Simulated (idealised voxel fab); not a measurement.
The document below concerns the process module designated voxel tone inversion.
The cross-section on display is named cut; it measures 225 nm wide, and its cells are 5 nm squares.
Throughout this document, each cross-section is represented as a grid of square cells and is presented as a sequence of bands enumerated from the top downward, where a band comprises one or more rows of cells. Quick guide to a band line: top height, bottom height (nm) up front; then every material left to right with its width in nm. Only one material and it's marked "full width"? Then it fills the band edge to edge. And "air" just means empty space. The reference from which all heights are counted is 0, the level beneath which the as-received wafer is entirely one material; the lowest band, having no lower bound, proceeds downward and is written after the example "top 0, no bottom". Note: "30 to 40" means the width goes from the first number (top row of the band) to the second number (bottom row) in equal steps per row of cells. For the purposes of this document, the phrase "remained unchanged" attached to a step denotes that no cell within the cross-section was modified by that step. "Enclosed voids" - sealed voids, min. 8 cells, no opening to top; format: width x height at distance (distance from left edge; nm throughout). If you see something after the settings on a step's line, that's the simulator's own remark about that step. On any step carrying a mask, the "overlay nm" setting, if present on the step's line, tells how far right of its planned place the mask lay; negative values point to the left.
Process steps foreseen in the plan:
1: RECEIVE [material Si]
2: CONFORMAL_DEP [material SiCN] [thk nm 5]
3: DIRECTIONAL_DEP [material polySi] [thk nm 25]
4: PATTERN [tone cover] [mask id POSTS] [material resist] [width nm 25] [pitch nm 50] [thk nm 35] [overlay nm 0]
5: DIRECTIONAL_ETCH [etch materials polySi] [depth nm 25]
6: STRIP [etch materials resist]
7: FILL_DEP [material lowk] [thk nm 5]
8: CMP [height nm 30]
9: STRIP [etch materials polySi]
The cross-section here shows the wafer as received, i.e. in its state after step 1:
top 0, no bottom | Si full width
Enclosed voids: none
Starting wafer: above. Plan: above. Run: one mistake. Cross-section after the module: below:
top 30, bottom 5 | lowk full width
top 5, bottom 0 | SiCN full width
top 0, no bottom | Si full width
Enclosed voids: none
Deviation from plan: not per plan at step 3, really ran DIRECTIONAL_DEP [material lowk] [thk nm 25]
